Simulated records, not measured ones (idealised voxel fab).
process module | voxel capacitor over wiring
cross-section cut | 290 nm wide | cells 5 nm
A cross-section is a grid of square cells, given in bands from the top down. A band is one or more rows of cells.
Each band's line starts with the height of the band's top and of its bottom, in nm. Then come its materials from left to right, each with its width in nm. One material with "throughout" fills the band from edge to edge. "air" is empty space.
Height 0 is the level under which the wafer as received is all one material. The lowest band goes on downwards, as in "0 down".
A width such as "30 to 40" changes by the same amount from each row of cells to the next, from the band's top row to its bottom row.
"no change" after a step means that no cell of the cross-section changed.
closed voids: empty space of 8 cells or more with no open way to the top, each as width x height at its distance from the left edge, in nm
after a step's settings: what the simulator itself notes on the step
overlay nm, on a step with a mask: how far to the right of its planned place the mask lay; to the left if negative
Each pair below shows a cross-section before one step and the cross-section after it, down to the lowest band that changed. The line under each pair gives the step between them, with its settings. The pairs can come from different runs of this module on the same starting wafer, so a pair continues from the pair above only where its "before" says so.
before
  60 to 50: lowk throughout
  50 to 45: SiCN throughout
  45 to 20: SiO2 85 | W 30 | SiO2 60 | W 30 | SiO2 85
  20 to 15: SiO2 85 | TiN 30 | SiO2 60 | TiN 30 | SiO2 85
  15 to 0: SiO2 throughout
  0 down: Si throughout
  closed voids: none
after
  60 to 50: lowk 100 | air 15 | lowk 175
  below 50: unchanged
  closed voids: none
the step between: op MASKED_ETCH | tone open | mask id PLUG_1 | width nm 15 | etch materials lowk | depth nm 20 | overlay nm 0
before: the cross-section after the pair above
after
  60 to 50: lowk 100 | air 15 | lowk 175
  50 to 45: SiCN 100 | air 15 | SiCN 175
  below 45: unchanged
  closed voids: none
the step between: op MASKED_ETCH | tone open | mask id PLUG_1 | width nm 15 | etch materials SiCN | depth nm 5 | overlay nm 0
before: the cross-section after the pair above
after
  65 to 60: TiN 105 | air 5 | TiN 180
  60 to 50: lowk 100 | TiN 5 | air 5 | TiN 5 | lowk 175
  50 to 45: SiCN 100 | TiN 15 | SiCN 175
  below 45: unchanged
  closed voids: none
the step between: op CONFORMAL_DEP | material TiN | thk nm 5
before: the cross-section after the pair above
after
  75 to 65: W throughout
  65 to 60: TiN 105 | W 5 | TiN 180
  60 to 50: lowk 100 | TiN 5 | W 5 | TiN 5 | lowk 175
  below 50: unchanged
  closed voids: none
the step between: op FILL_DEP | material W | thk nm 10
before: the cross-section after the pair above
after
  70 to 65: W throughout
  below 65: unchanged
  closed voids: none
the step between: op CMP | height nm 70
before: the cross-section after the pair above
after
  80 to 70: TiN throughout
  below 70: unchanged
  closed voids: none
the step between: op DIRECTIONAL_DEP | material TiN | thk nm 10
before: the cross-section after the pair above
after
  85 to 80: Al2O3 throughout
  below 80: unchanged
  closed voids: none
the step between: op DIRECTIONAL_DEP | material Al2O3 | thk nm 5
before: the cross-section after the pair above
after
  95 to 85: TiN throughout
  below 85: unchanged
  closed voids: none
the step between: op DIRECTIONAL_DEP | material TiN | thk nm 10
before: the cross-section after the pair above
after
  110 to 95: aC throughout
  below 95: unchanged
  closed voids: none
the step between: op DIRECTIONAL_DEP | material aC | thk nm 15
before: the cross-section after the pair above
after
  145 to 110: air 100 | resist 65 | air 125
  below 110: unchanged
  closed voids: none
the step between: op PATTERN | tone cover | mask id UPPER_PLATE | material resist | width nm 65 | thk nm 35 | overlay nm 0
before: the cross-section after the pair above
after
  130 to 110: air 100 | resist 65 | air 125
  110 to 95: air 100 | aC 65 | air 125
  below 95: unchanged
  closed voids: none
the step between: op DIRECTIONAL_ETCH | etch materials aC | depth nm 15
before: the cross-section after the pair above
after
  110 to 95: air 100 | aC 65 | air 125
  below 95: unchanged
  closed voids: none
the step between: op STRIP | etch materials resist
before: the cross-section after the pair above
after
  110 to 95: air 100 | aC 65 | air 125
  95 to 85: air 100 | TiN 65 | air 125
  below 85: unchanged
  closed voids: none
the step between: op DIRECTIONAL_ETCH | etch materials TiN | depth nm 10
before: the cross-section after the pair above
after
  110 to 95: air 100 | aC 65 | air 125
  95 to 85: air 100 | TiN 65 | air 125
  85 to 80: air 100 | Al2O3 65 | air 125
  below 80: unchanged
  closed voids: none
the step between: op DIRECTIONAL_ETCH | etch materials Al2O3 | depth nm 5
before: the cross-section after the pair above
after
  95 to 85: air 100 | TiN 65 | air 125
  below 85: unchanged
  closed voids: none
the step between: op STRIP | etch materials aC
before: the cross-section after the pair above
after
  110 to 95: air 95 | resist 75 | air 120
  95 to 85: air 95 | resist 5 | TiN 65 | resist 5 | air 120
  85 to 80: air 95 | resist 5 | Al2O3 65 | resist 5 | air 120
  below 80: unchanged
  closed voids: none
the step between: op PATTERN | tone cover | mask id LOWER_PLATE | material resist | width nm 75 | thk nm 15 | overlay nm 0
before: the cross-section after the pair above
after
  110 to 95: air 95 | resist 75 | air 120
  95 to 85: air 95 | resist 5 | TiN 65 | resist 5 | air 120
  85 to 80: air 95 | resist 5 | Al2O3 65 | resist 5 | air 120
  80 to 70: air 95 | TiN 75 | air 120
  below 70: unchanged
  closed voids: none
the step between: op DIRECTIONAL_ETCH | etch materials TiN | depth nm 10
before: the cross-section after the pair above
after
  95 to 85: air 100 | TiN 65 | air 125
  85 to 80: air 100 | Al2O3 65 | air 125
  below 80: unchanged
  closed voids: none
the step between: op STRIP | etch materials resist
before: the cross-section after the pair above
after
  110 to 95: SiO2 throughout
  95 to 85: SiO2 100 | TiN 65 | SiO2 125
  85 to 80: SiO2 100 | Al2O3 65 | SiO2 125
  80 to 70: SiO2 95 | TiN 75 | SiO2 120
  below 70: unchanged
  closed voids: none
the step between: op FILL_DEP | material SiO2 | thk nm 15
before: the cross-section after the pair above
after
  105 to 95: SiO2 throughout
  below 95: unchanged
  closed voids: none
the step between: op CMP | height nm 105
before: the cross-section after the pair above
after
  105 to 95: SiO2 110 | air 15 | SiO2 165
  below 95: unchanged
  closed voids: none
the step between: op MASKED_ETCH | tone open | mask id PLUG_2 | width nm 15 | etch materials SiO2 | depth nm 10 | overlay nm 0
before: the cross-section after the pair above
after
  110 to 105: TiN 115 | air 5 | TiN 170
  105 to 100: SiO2 110 | TiN 5 | air 5 | TiN 5 | SiO2 165
  100 to 95: SiO2 110 | TiN 15 | SiO2 165
  below 95: unchanged
  closed voids: none
the step between: op CONFORMAL_DEP | material TiN | thk nm 5
before: the cross-section after the pair above
after
  115 to 110: Cu throughout
  110 to 105: TiN 115 | Cu 5 | TiN 170
  105 to 100: SiO2 110 | TiN 5 | Cu 5 | TiN 5 | SiO2 165
  below 100: unchanged
  closed voids: none
the step between: op FILL_DEP | material Cu | thk nm 5
before: the cross-section after the pair above
after
  105 to 100: SiO2 110 | TiN 5 | Cu 5 | TiN 5 | SiO2 165
  below 100: unchanged
  closed voids: none
the step between: op CMP | height nm 105
before: the cross-section after the pair above
after
  110 to 105: SiCN throughout
  below 105: unchanged
  closed voids: none
the step between: op CONFORMAL_DEP | material SiCN | thk nm 5
before
  70 to 50: lowk throughout
  50 to 45: SiCN throughout
  45 to 20: SiO2 85 | W 30 | SiO2 60 | W 30 | SiO2 85
  20 to 15: SiO2 85 | TiN 30 | SiO2 60 | TiN 30 | SiO2 85
  15 to 0: SiO2 throughout
  0 down: Si throughout
  closed voids: none
after
  70 to 50: lowk 95 | air 25 | lowk 170
  below 50: unchanged
  closed voids: none
the step between: op MASKED_ETCH | tone open | mask id PLUG_1 | width nm 25 | etch materials lowk | depth nm 20 | overlay nm 0
before: the cross-section after the pair above
after
  70 to 50: lowk 95 | air 25 | lowk 170
  50 to 45: SiCN 100 | air 15 | SiCN 175
  below 45: unchanged
  closed voids: none
the step between: op MASKED_ETCH | tone open | mask id PLUG_1 | width nm 15 | etch materials SiCN | depth nm 5 | overlay nm 0
before: the cross-section after the pair above
after
  75 to 70: TiN 100 | air 15 | TiN 175
  70 to 55: lowk 95 | TiN 5 | air 15 | TiN 5 | lowk 170
  55 to 50: lowk 95 | TiN 10 | air 5 | TiN 10 | lowk 170
  50 to 45: SiCN 100 | TiN 15 | SiCN 175
  below 45: unchanged
  closed voids: none
the step between: op CONFORMAL_DEP | material TiN | thk nm 5
before: the cross-section after the pair above
after
  85 to 75: W throughout
  75 to 70: TiN 100 | W 15 | TiN 175
  70 to 55: lowk 95 | TiN 5 | W 15 | TiN 5 | lowk 170
  55 to 50: lowk 95 | TiN 10 | W 5 | TiN 10 | lowk 170
  below 50: unchanged
  closed voids: none
the step between: op FILL_DEP | material W | thk nm 10
before: the cross-section after the pair above
after
  70 to 55: lowk 95 | TiN 5 | W 15 | TiN 5 | lowk 170
  below 55: unchanged
  closed voids: none
the step between: op CMP | height nm 70
before: the cross-section after the pair above
after
  80 to 70: TiN throughout
  below 70: unchanged
  closed voids: none
the step between: op DIRECTIONAL_DEP | material TiN | thk nm 10
before: the cross-section after the pair above
after
  85 to 80: Al2O3 throughout
  below 80: unchanged
  closed voids: none
the step between: op DIRECTIONAL_DEP | material Al2O3 | thk nm 5
before: the cross-section after the pair above
after
  95 to 85: TiN throughout
  below 85: unchanged
  closed voids: none
the step between: op DIRECTIONAL_DEP | material TiN | thk nm 10
before: the cross-section after the pair above
after
  110 to 95: aC throughout
  below 95: unchanged
  closed voids: none
the step between: op DIRECTIONAL_DEP | material aC | thk nm 15
before: the cross-section after the pair above
after
  145 to 110: air 100 | resist 65 | air 125
  below 110: unchanged
  closed voids: none
the step between: op PATTERN | tone cover | mask id UPPER_PLATE | material resist | width nm 65 | thk nm 35 | overlay nm 0
before: the cross-section after the pair above
after
  130 to 110: air 100 | resist 65 | air 125
  110 to 95: air 100 | aC 65 | air 125
  below 95: unchanged
  closed voids: none
the step between: op DIRECTIONAL_ETCH | etch materials aC | depth nm 15
before: the cross-section after the pair above
after
  110 to 95: air 100 | aC 65 | air 125
  below 95: unchanged
  closed voids: none
the step between: op STRIP | etch materials resist
before: the cross-section after the pair above
after
  110 to 95: air 100 | aC 65 | air 125
  95 to 85: air 100 | TiN 65 | air 125
  below 85: unchanged
  closed voids: none
the step between: op DIRECTIONAL_ETCH | etch materials TiN | depth nm 10
before: the cross-section after the pair above
after
  110 to 95: air 100 | aC 65 | air 125
  95 to 85: air 100 | TiN 65 | air 125
  85 to 80: air 100 | Al2O3 65 | air 125
  below 80: unchanged
  closed voids: none
the step between: op DIRECTIONAL_ETCH | etch materials Al2O3 | depth nm 5
before: the cross-section after the pair above
after
  95 to 85: air 100 | TiN 65 | air 125
  below 85: unchanged
  closed voids: none
the step between: op STRIP | etch materials aC
before: the cross-section after the pair above
after
  110 to 95: air 95 | resist 75 | air 120
  95 to 85: air 95 | resist 5 | TiN 65 | resist 5 | air 120
  85 to 80: air 95 | resist 5 | Al2O3 65 | resist 5 | air 120
  below 80: unchanged
  closed voids: none
the step between: op PATTERN | tone cover | mask id LOWER_PLATE | material resist | width nm 75 | thk nm 15 | overlay nm 0
before: the cross-section after the pair above
after
  110 to 95: air 95 | resist 75 | air 120
  95 to 85: air 95 | resist 5 | TiN 65 | resist 5 | air 120
  85 to 80: air 95 | resist 5 | Al2O3 65 | resist 5 | air 120
  80 to 70: air 95 | TiN 75 | air 120
  below 70: unchanged
  closed voids: none
the step between: op DIRECTIONAL_ETCH | etch materials TiN | depth nm 10
before: the cross-section after the pair above
after
  95 to 85: air 100 | TiN 65 | air 125
  85 to 80: air 100 | Al2O3 65 | air 125
  below 80: unchanged
  closed voids: none
the step between: op STRIP | etch materials resist
before: the cross-section after the pair above
after
  110 to 95: SiO2 throughout
  95 to 85: SiO2 100 | TiN 65 | SiO2 125
  85 to 80: SiO2 100 | Al2O3 65 | SiO2 125
  80 to 70: SiO2 95 | TiN 75 | SiO2 120
  below 70: unchanged
  closed voids: none
the step between: op FILL_DEP | material SiO2 | thk nm 15
before: the cross-section after the pair above
after
  105 to 95: SiO2 throughout
  below 95: unchanged
  closed voids: none
the step between: op CMP | height nm 105
before: the cross-section after the pair above
after
  105 to 95: SiO2 110 | air 15 | SiO2 165
  below 95: unchanged
  closed voids: none
the step between: op MASKED_ETCH | tone open | mask id PLUG_2 | width nm 15 | etch materials SiO2 | depth nm 10 | overlay nm 0
before: the cross-section after the pair above
after
  110 to 105: TiN 115 | air 5 | TiN 170
  105 to 100: SiO2 110 | TiN 5 | air 5 | TiN 5 | SiO2 165
  100 to 95: SiO2 110 | TiN 15 | SiO2 165
  below 95: unchanged
  closed voids: none
the step between: op CONFORMAL_DEP | material TiN | thk nm 5
before: the cross-section after the pair above
after
  115 to 110: Cu throughout
  110 to 105: TiN 115 | Cu 5 | TiN 170
  105 to 100: SiO2 110 | TiN 5 | Cu 5 | TiN 5 | SiO2 165
  below 100: unchanged
  closed voids: none
the step between: op FILL_DEP | material Cu | thk nm 5
before: the cross-section after the pair above
after
  105 to 100: SiO2 110 | TiN 5 | Cu 5 | TiN 5 | SiO2 165
  below 100: unchanged
  closed voids: none
the step between: op CMP | height nm 105
before: the cross-section after the pair above
after
  110 to 105: SiCN throughout
  below 105: unchanged
  closed voids: none
the step between: op CONFORMAL_DEP | material SiCN | thk nm 5
before
  70 to 50: lowk throughout
  50 to 45: SiCN throughout
  45 to 20: SiO2 85 | W 30 | SiO2 60 | W 30 | SiO2 85
  20 to 15: SiO2 85 | TiN 30 | SiO2 60 | TiN 30 | SiO2 85
  15 to 0: SiO2 throughout
  0 down: Si throughout
  closed voids: none
after
  70 to 50: lowk 105 | air 15 | lowk 170
  below 50: unchanged
  closed voids: none
the step between: op MASKED_ETCH | tone open | mask id PLUG_1 | width nm 15 | etch materials lowk | depth nm 20 | overlay nm 5
before: the cross-section after the pair above
after
  70 to 50: lowk 105 | air 15 | lowk 170
  50 to 45: SiCN 105 | air 10 | SiCN 175
  below 45: unchanged
  closed voids: none
the step between: op MASKED_ETCH | tone open | mask id PLUG_1 | width nm 15 | etch materials SiCN | depth nm 5 | overlay nm 0
before: the cross-section after the pair above
after
  75 to 70: TiN 110 | air 5 | TiN 175
  70 to 55: lowk 105 | TiN 5 | air 5 | TiN 5 | lowk 170
  55 to 50: lowk 105 | TiN 15 | lowk 170
  50 to 45: SiCN 105 | TiN 10 | SiCN 175
  below 45: unchanged
  closed voids: none
the step between: op CONFORMAL_DEP | material TiN | thk nm 5
before: the cross-section after the pair above
after
  85 to 75: W throughout
  75 to 70: TiN 110 | W 5 | TiN 175
  70 to 55: lowk 105 | TiN 5 | W 5 | TiN 5 | lowk 170
  below 55: unchanged
  closed voids: none
the step between: op FILL_DEP | material W | thk nm 10
before: the cross-section after the pair above
after
  70 to 55: lowk 105 | TiN 5 | W 5 | TiN 5 | lowk 170
  below 55: unchanged
  closed voids: none
the step between: op CMP | height nm 70
before: the cross-section after the pair above
after
  80 to 70: TiN throughout
  below 70: unchanged
  closed voids: none
the step between: op DIRECTIONAL_DEP | material TiN | thk nm 10
before: the cross-section after the pair above
after
  85 to 80: Al2O3 throughout
  below 80: unchanged
  closed voids: none
the step between: op DIRECTIONAL_DEP | material Al2O3 | thk nm 5
before: the cross-section after the pair above
after
  95 to 85: TiN throughout
  below 85: unchanged
  closed voids: none
the step between: op DIRECTIONAL_DEP | material TiN | thk nm 10
before: the cross-section after the pair above
after
  110 to 95: aC throughout
  below 95: unchanged
  closed voids: none
the step between: op DIRECTIONAL_DEP | material aC | thk nm 15
before: the cross-section after the pair above
after
  145 to 110: air 100 | resist 65 | air 125
  below 110: unchanged
  closed voids: none
the step between: op PATTERN | tone cover | mask id UPPER_PLATE | material resist | width nm 65 | thk nm 35 | overlay nm 0
before: the cross-section after the pair above
after
  130 to 110: air 100 | resist 65 | air 125
  110 to 95: air 100 | aC 65 | air 125
  below 95: unchanged
  closed voids: none
the step between: op DIRECTIONAL_ETCH | etch materials aC | depth nm 15
before: the cross-section after the pair above
after
  110 to 95: air 100 | aC 65 | air 125
  below 95: unchanged
  closed voids: none
the step between: op STRIP | etch materials resist
before: the cross-section after the pair above
after
  110 to 95: air 100 | aC 65 | air 125
  95 to 85: air 100 | TiN 65 | air 125
  below 85: unchanged
  closed voids: none
the step between: op DIRECTIONAL_ETCH | etch materials TiN | depth nm 10
before: the cross-section after the pair above
after
  110 to 95: air 100 | aC 65 | air 125
  95 to 85: air 100 | TiN 65 | air 125
  85 to 80: air 100 | Al2O3 65 | air 125
  below 80: unchanged
  closed voids: none
the step between: op DIRECTIONAL_ETCH | etch materials Al2O3 | depth nm 5
before: the cross-section after the pair above
after
  95 to 85: air 100 | TiN 65 | air 125
  below 85: unchanged
  closed voids: none
the step between: op STRIP | etch materials aC
before: the cross-section after the pair above
after
  110 to 95: air 95 | resist 75 | air 120
  95 to 85: air 95 | resist 5 | TiN 65 | resist 5 | air 120
  85 to 80: air 95 | resist 5 | Al2O3 65 | resist 5 | air 120
  below 80: unchanged
  closed voids: none
the step between: op PATTERN | tone cover | mask id LOWER_PLATE | material resist | width nm 75 | thk nm 15 | overlay nm 0
before: the cross-section after the pair above
after
  110 to 95: air 95 | resist 75 | air 120
  95 to 85: air 95 | resist 5 | TiN 65 | resist 5 | air 120
  85 to 80: air 95 | resist 5 | Al2O3 65 | resist 5 | air 120
  80 to 70: air 95 | TiN 75 | air 120
  below 70: unchanged
  closed voids: none
the step between: op DIRECTIONAL_ETCH | etch materials TiN | depth nm 10
before: the cross-section after the pair above
after
  95 to 85: air 100 | TiN 65 | air 125
  85 to 80: air 100 | Al2O3 65 | air 125
  below 80: unchanged
  closed voids: none
the step between: op STRIP | etch materials resist
before: the cross-section after the pair above
after
  110 to 95: SiO2 throughout
  95 to 85: SiO2 100 | TiN 65 | SiO2 125
  85 to 80: SiO2 100 | Al2O3 65 | SiO2 125
  80 to 70: SiO2 95 | TiN 75 | SiO2 120
  below 70: unchanged
  closed voids: none
the step between: op FILL_DEP | material SiO2 | thk nm 15
before: the cross-section after the pair above
after
  105 to 95: SiO2 throughout
  below 95: unchanged
  closed voids: none
the step between: op CMP | height nm 105
before: the cross-section after the pair above
after
  105 to 95: SiO2 110 | air 15 | SiO2 165
  below 95: unchanged
  closed voids: none
the step between: op MASKED_ETCH | tone open | mask id PLUG_2 | width nm 15 | etch materials SiO2 | depth nm 10 | overlay nm 0
before: the cross-section after the pair above
after
  110 to 105: TiN 115 | air 5 | TiN 170
  105 to 100: SiO2 110 | TiN 5 | air 5 | TiN 5 | SiO2 165
  100 to 95: SiO2 110 | TiN 15 | SiO2 165
  below 95: unchanged
  closed voids: none
the step between: op CONFORMAL_DEP | material TiN | thk nm 5
before: the cross-section after the pair above
after
  115 to 110: Cu throughout
  110 to 105: TiN 115 | Cu 5 | TiN 170
  105 to 100: SiO2 110 | TiN 5 | Cu 5 | TiN 5 | SiO2 165
  below 100: unchanged
  closed voids: none
the step between: op FILL_DEP | material Cu | thk nm 5
before: the cross-section after the pair above
after
  105 to 100: SiO2 110 | TiN 5 | Cu 5 | TiN 5 | SiO2 165
  below 100: unchanged
  closed voids: none
the step between: op CMP | height nm 105
before: the cross-section after the pair above
after
  110 to 105: SiCN throughout
  below 105: unchanged
  closed voids: none
the step between: op CONFORMAL_DEP | material SiCN | thk nm 5
before
  70 to 50: lowk 100 | TiN 5 | W 5 | TiN 5 | lowk 175
  50 to 45: SiCN 100 | TiN 15 | SiCN 175
  45 to 20: SiO2 85 | W 30 | SiO2 60 | W 30 | SiO2 85
  20 to 15: SiO2 85 | TiN 30 | SiO2 60 | TiN 30 | SiO2 85
  15 to 0: SiO2 throughout
  0 down: Si throughout
  closed voids: none
after
  80 to 70: Al2O3 throughout
  below 70: unchanged
  closed voids: none
the step between: op DIRECTIONAL_DEP | material Al2O3 | thk nm 10
before: the cross-section after the pair above
after
  85 to 70: Al2O3 throughout
  below 70: unchanged
  closed voids: none
the step between: op DIRECTIONAL_DEP | material Al2O3 | thk nm 5
before: the cross-section after the pair above
after
  95 to 85: TiN throughout
  below 85: unchanged
  closed voids: none
the step between: op DIRECTIONAL_DEP | material TiN | thk nm 10
before: the cross-section after the pair above
after
  110 to 95: aC throughout
  below 95: unchanged
  closed voids: none
the step between: op DIRECTIONAL_DEP | material aC | thk nm 15
before: the cross-section after the pair above
after
  145 to 110: air 100 | resist 65 | air 125
  below 110: unchanged
  closed voids: none
the step between: op PATTERN | tone cover | mask id UPPER_PLATE | material resist | width nm 65 | thk nm 35 | overlay nm 0
before: the cross-section after the pair above
after
  130 to 110: air 100 | resist 65 | air 125
  110 to 95: air 100 | aC 65 | air 125
  below 95: unchanged
  closed voids: none
the step between: op DIRECTIONAL_ETCH | etch materials aC | depth nm 15
before: the cross-section after the pair above
after
  110 to 95: air 100 | aC 65 | air 125
  below 95: unchanged
  closed voids: none
the step between: op STRIP | etch materials resist
before: the cross-section after the pair above
after
  110 to 95: air 100 | aC 65 | air 125
  95 to 85: air 100 | TiN 65 | air 125
  below 85: unchanged
  closed voids: none
the step between: op DIRECTIONAL_ETCH | etch materials TiN | depth nm 10
before: the cross-section after the pair above
after
  110 to 95: air 100 | aC 65 | air 125
  95 to 85: air 100 | TiN 65 | air 125
  85 to 80: air 100 | Al2O3 65 | air 125
  below 80: unchanged
  closed voids: none
the step between: op DIRECTIONAL_ETCH | etch materials Al2O3 | depth nm 5
before: the cross-section after the pair above
after
  95 to 85: air 100 | TiN 65 | air 125
  below 85: unchanged
  closed voids: none
the step between: op STRIP | etch materials aC
before: the cross-section after the pair above
after
  110 to 95: air 95 | resist 75 | air 120
  95 to 85: air 95 | resist 5 | TiN 65 | resist 5 | air 120
  85 to 80: air 95 | resist 5 | Al2O3 65 | resist 5 | air 120
  below 80: unchanged
  closed voids: none
the step between: op PATTERN | tone cover | mask id LOWER_PLATE | material resist | width nm 75 | thk nm 15 | overlay nm 0
before: the cross-section after the pair above
after
  95 to 85: air 100 | TiN 65 | air 125
  85 to 80: air 100 | Al2O3 65 | air 125
  below 80: unchanged
  closed voids: none
the step between: op STRIP | etch materials resist
before: the cross-section after the pair above
after
  110 to 95: SiO2 throughout
  95 to 85: SiO2 100 | TiN 65 | SiO2 125
  85 to 80: SiO2 100 | Al2O3 65 | SiO2 125
  below 80: unchanged
  closed voids: none
the step between: op FILL_DEP | material SiO2 | thk nm 15
before: the cross-section after the pair above
after
  105 to 95: SiO2 throughout
  below 95: unchanged
  closed voids: none
the step between: op CMP | height nm 105
before: the cross-section after the pair above
after
  105 to 95: SiO2 110 | air 15 | SiO2 165
  below 95: unchanged
  closed voids: none
the step between: op MASKED_ETCH | tone open | mask id PLUG_2 | width nm 15 | etch materials SiO2 | depth nm 10 | overlay nm 0
before: the cross-section after the pair above
after
  110 to 105: TiN 115 | air 5 | TiN 170
  105 to 100: SiO2 110 | TiN 5 | air 5 | TiN 5 | SiO2 165
  100 to 95: SiO2 110 | TiN 15 | SiO2 165
  below 95: unchanged
  closed voids: none
the step between: op CONFORMAL_DEP | material TiN | thk nm 5
before: the cross-section after the pair above
after
  115 to 110: Cu throughout
  110 to 105: TiN 115 | Cu 5 | TiN 170
  105 to 100: SiO2 110 | TiN 5 | Cu 5 | TiN 5 | SiO2 165
  below 100: unchanged
  closed voids: none
the step between: op FILL_DEP | material Cu | thk nm 5
before: the cross-section after the pair above
after
  105 to 100: SiO2 110 | TiN 5 | Cu 5 | TiN 5 | SiO2 165
  below 100: unchanged
  closed voids: none
the step between: op CMP | height nm 105
before: the cross-section after the pair above
after
  110 to 105: SiCN throughout
  below 105: unchanged
  closed voids: none
the step between: op CONFORMAL_DEP | material SiCN | thk nm 5
before
  60 to 45: aC throughout
  45 to 20: W throughout
  20 to 15: TiN throughout
  15 to 0: SiO2 throughout
  0 down: Si throughout
  closed voids: none
after
  90 to 60: resist 85 | air 30 | resist 60 | air 30 | resist 85
  below 60: unchanged
  closed voids: none
the step between: op PATTERN | tone open | mask id METAL_1 | material resist | width nm 30 | pitch nm 90 | thk nm 30 | overlay nm 0
before: the cross-section after the pair above
after
  75 to 60: resist 85 | air 30 | resist 60 | air 30 | resist 85
  60 to 45: aC 85 | air 30 | aC 60 | air 30 | aC 85
  below 45: unchanged
  closed voids: none
the step between: op DIRECTIONAL_ETCH | etch materials aC | depth nm 15
before: the cross-section after the pair above
after
  60 to 45: aC 85 | air 30 | aC 60 | air 30 | aC 85
  below 45: unchanged
  closed voids: none
the step between: op STRIP | etch materials resist
before: the cross-section after the pair above
after
  60 to 45: aC 85 | air 30 | aC 60 | air 30 | aC 85
  45 to 20: W 85 | air 30 | W 60 | air 30 | W 85
  below 20: unchanged
  closed voids: none
the step between: op DIRECTIONAL_ETCH | etch materials W | depth nm 25
before: the cross-section after the pair above
after
  60 to 45: aC 85 | air 30 | aC 60 | air 30 | aC 85
  45 to 20: W 85 | air 30 | W 60 | air 30 | W 85
  20 to 15: TiN 85 | air 30 | TiN 60 | air 30 | TiN 85
  below 15: unchanged
  closed voids: none
the step between: op DIRECTIONAL_ETCH | etch materials TiN | depth nm 5
before: the cross-section after the pair above
after
  45 to 20: W 85 | air 30 | W 60 | air 30 | W 85
  below 20: unchanged
  closed voids: none
the step between: op STRIP | etch materials aC
before: the cross-section after the pair above
after
  50 to 45: SiO2 throughout
  45 to 20: W 85 | SiO2 30 | W 60 | SiO2 30 | W 85
  20 to 15: TiN 85 | SiO2 30 | TiN 60 | SiO2 30 | TiN 85
  below 15: unchanged
  closed voids: none
the step between: op FILL_DEP | material SiO2 | thk nm 5
before: the cross-section after the pair above
after
  45 to 20: W 85 | SiO2 30 | W 60 | SiO2 30 | W 85
  below 20: unchanged
  closed voids: none
the step between: op CMP | height nm 45
before: the cross-section after the pair above
after
  50 to 45: SiCN throughout
  below 45: unchanged
  closed voids: none
the step between: op CONFORMAL_DEP | material SiCN | thk nm 5
before: the cross-section after the pair above
after
  70 to 50: lowk throughout
  below 50: unchanged
  closed voids: none
the step between: op DIRECTIONAL_DEP | material lowk | thk nm 20
before: the cross-section after the pair above
after
  70 to 50: lowk 100 | air 15 | lowk 175
  below 50: unchanged
  closed voids: none
the step between: op MASKED_ETCH | tone open | mask id PLUG_1 | width nm 15 | etch materials lowk | depth nm 20 | overlay nm 0
before: the cross-section after the pair above
after
  70 to 50: lowk 100 | air 15 | lowk 175
  50 to 45: SiCN 100 | air 15 | SiCN 175
  below 45: unchanged
  closed voids: none
the step between: op MASKED_ETCH | tone open | mask id PLUG_1 | width nm 15 | etch materials SiCN | depth nm 5 | overlay nm 0
before: the cross-section after the pair above
after
  75 to 70: TiN 105 | air 5 | TiN 180
  70 to 50: lowk 100 | TiN 5 | air 5 | TiN 5 | lowk 175
  50 to 45: SiCN 100 | TiN 15 | SiCN 175
  below 45: unchanged
  closed voids: none
the step between: op CONFORMAL_DEP | material TiN | thk nm 5
before: the cross-section after the pair above
after
  85 to 75: W throughout
  75 to 70: TiN 105 | W 5 | TiN 180
  70 to 50: lowk 100 | TiN 5 | W 5 | TiN 5 | lowk 175
  below 50: unchanged
  closed voids: none
the step between: op FILL_DEP | material W | thk nm 10
before: the cross-section after the pair above
after
  70 to 50: lowk 100 | TiN 5 | W 5 | TiN 5 | lowk 175
  below 50: unchanged
  closed voids: none
the step between: op CMP | height nm 70
before: the cross-section after the pair above
after
  80 to 70: TiN throughout
  below 70: unchanged
  closed voids: none
the step between: op DIRECTIONAL_DEP | material TiN | thk nm 10
before: the cross-section after the pair above
after
  85 to 80: Al2O3 throughout
  below 80: unchanged
  closed voids: none
the step between: op DIRECTIONAL_DEP | material Al2O3 | thk nm 5
before: the cross-section after the pair above
after
  95 to 85: TiN throughout
  below 85: unchanged
  closed voids: none
the step between: op DIRECTIONAL_DEP | material TiN | thk nm 10
before: the cross-section after the pair above
after
  110 to 95: aC throughout
  below 95: unchanged
  closed voids: none
the step between: op DIRECTIONAL_DEP | material aC | thk nm 15
before: the cross-section after the pair above
after
  145 to 110: air 100 | resist 65 | air 125
  below 110: unchanged
  closed voids: none
the step between: op PATTERN | tone cover | mask id UPPER_PLATE | material resist | width nm 65 | thk nm 35 | overlay nm 0
before: the cross-section after the pair above
after
  130 to 110: air 100 | resist 65 | air 125
  110 to 95: air 100 | aC 65 | air 125
  below 95: unchanged
  closed voids: none
the step between: op DIRECTIONAL_ETCH | etch materials aC | depth nm 15
before: the cross-section after the pair above
after
  110 to 95: air 100 | aC 65 | air 125
  below 95: unchanged
  closed voids: none
the step between: op STRIP | etch materials resist
before: the cross-section after the pair above
after
  110 to 95: air 100 | aC 65 | air 125
  95 to 85: air 100 | TiN 65 | air 125
  below 85: unchanged
  closed voids: none
the step between: op DIRECTIONAL_ETCH | etch materials TiN | depth nm 10
before: the cross-section after the pair above
after
  110 to 95: air 100 | aC 65 | air 125
  95 to 85: air 100 | TiN 65 | air 125
  85 to 80: air 100 | Al2O3 65 | air 125
  below 80: unchanged
  closed voids: none
the step between: op DIRECTIONAL_ETCH | etch materials Al2O3 | depth nm 5
before: the cross-section after the pair above
after
  95 to 85: air 100 | TiN 65 | air 125
  below 85: unchanged
  closed voids: none
the step between: op STRIP | etch materials aC
before: the cross-section after the pair above
after
  110 to 95: air 95 | resist 75 | air 120
  95 to 85: air 95 | resist 5 | TiN 65 | resist 5 | air 120
  85 to 80: air 95 | resist 5 | Al2O3 65 | resist 5 | air 120
  below 80: unchanged
  closed voids: none
the step between: op PATTERN | tone cover | mask id LOWER_PLATE | material resist | width nm 75 | thk nm 15 | overlay nm 0
before: the cross-section after the pair above
after
  110 to 95: air 95 | resist 75 | air 120
  95 to 85: air 95 | resist 5 | TiN 65 | resist 5 | air 120
  85 to 80: air 95 | resist 5 | Al2O3 65 | resist 5 | air 120
  80 to 70: air 95 | TiN 75 | air 120
  below 70: unchanged
  closed voids: none
the step between: op DIRECTIONAL_ETCH | etch materials TiN | depth nm 10
before: the cross-section after the pair above
after
  95 to 85: air 100 | TiN 65 | air 125
  85 to 80: air 100 | Al2O3 65 | air 125
  below 80: unchanged
  closed voids: none
the step between: op STRIP | etch materials resist
before: the cross-section after the pair above
after
  110 to 95: SiO2 throughout
  95 to 85: SiO2 100 | TiN 65 | SiO2 125
  85 to 80: SiO2 100 | Al2O3 65 | SiO2 125
  80 to 70: SiO2 95 | TiN 75 | SiO2 120
  below 70: unchanged
  closed voids: none
the step between: op FILL_DEP | material SiO2 | thk nm 15
before: the cross-section after the pair above
after
  105 to 95: SiO2 throughout
  below 95: unchanged
  closed voids: none
the step between: op CMP | height nm 105
